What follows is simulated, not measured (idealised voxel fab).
This section sets out a process module, namely voxel ribs on slabs.
Section shown: cut. Width: 190 nm. Cell size: 5 nm, square.
The cross-sections in this document take the form of a grid made of square cells. They are written out as bands, in order from top to bottom. Each band consists of one or more rows of cells. For a band, the entry starts with two heights in nm, that of the top and then that of the bottom, and carries on with the band's materials in order from left to right, each alongside its width in nm; the word "all across" beside a single material means it fills the band edge to edge, and "empty" means empty space. Ref level 0: as-received wafer is one material below here. Bottom band extends down with no lower bound ("0..down"). Quick explanation for "30..40": the width changes in equal steps down the rows of cells, from the first number in the band's top row to the second number in its bottom row. "everything unchanged" (step): cross-section cells unchanged, all of them. Look at "Fully sealed cavities" for the closed voids: empty spaces with no open path to the top, sized 8 cells or up. Each is width x height at distance, distance from the left edge, all nm. Note: text after step settings on the step line = simulator remark on that step. "overlay nm" on a masked step: distance the mask lay right of its planned place, negative for left.

Process steps (planned):
1 RECEIVE with material Si
2 DIRECTIONAL_DEP with material SiO2, thk nm 20
3 DIRECTIONAL_DEP with material SiN, thk nm 25
4 PATTERN with tone cover, mask id RIB, material resist, width nm 20, thk nm 15, overlay nm -15
5 DIRECTIONAL_ETCH with etch materials SiN, depth nm 10
6 STRIP with etch materials resist
7 PATTERN with tone cover, mask id SLAB, material resist, width nm 70, thk nm 20, overlay nm 0
8 DIRECTIONAL_ETCH with etch materials SiN, depth nm 15
9 STRIP with etch materials resist
10 FILL_DEP with material SiO2, thk nm 25
11 CMP with height nm 60
12 DIRECTIONAL_DEP with material TiN, thk nm 5
13 DIRECTIONAL_DEP with material aC, thk nm 15
14 PATTERN with tone cover, mask id HEATER, material resist, width nm 30, thk nm 30, overlay nm 0
15 DIRECTIONAL_ETCH with etch materials aC, depth nm 15
16 STRIP with etch materials resist
17 DIRECTIONAL_ETCH with etch materials TiN, depth nm 5
18 STRIP with etch materials aC
19 CONFORMAL_DEP with material SiO2, thk nm 10
The wafers are alike at the start. At step 4, their overlay nm differs. The plan lists the first wafer's value.

So this is the first of several wafers, cross-sectioned as it came to us, meaning it's at the end of step 1:
  0..down = Si all across
  Fully sealed cavities: none

Wafer rows, end of module: cells per material gained (+) or lost (-) since receipt; closed voids last:
overlay nm -15 | +50 SiN | +486 SiO2 | +6 TiN | Fully sealed cavities: none
overlay nm -10 | +50 SiN | +486 SiO2 | +6 TiN | Fully sealed cavities: none
overlay nm -5 | +50 SiN | +486 SiO2 | +6 TiN | Fully sealed cavities: none
overlay nm 0 | +50 SiN | +486 SiO2 | +6 TiN | Fully sealed cavities: none
overlay nm 5 | +50 SiN | +486 SiO2 | +6 TiN | Fully sealed cavities: none
overlay nm 10 | +50 SiN | +486 SiO2 | +6 TiN | Fully sealed cavities: none
overlay nm 15 | +50 SiN | +486 SiO2 | +6 TiN | Fully sealed cavities: none
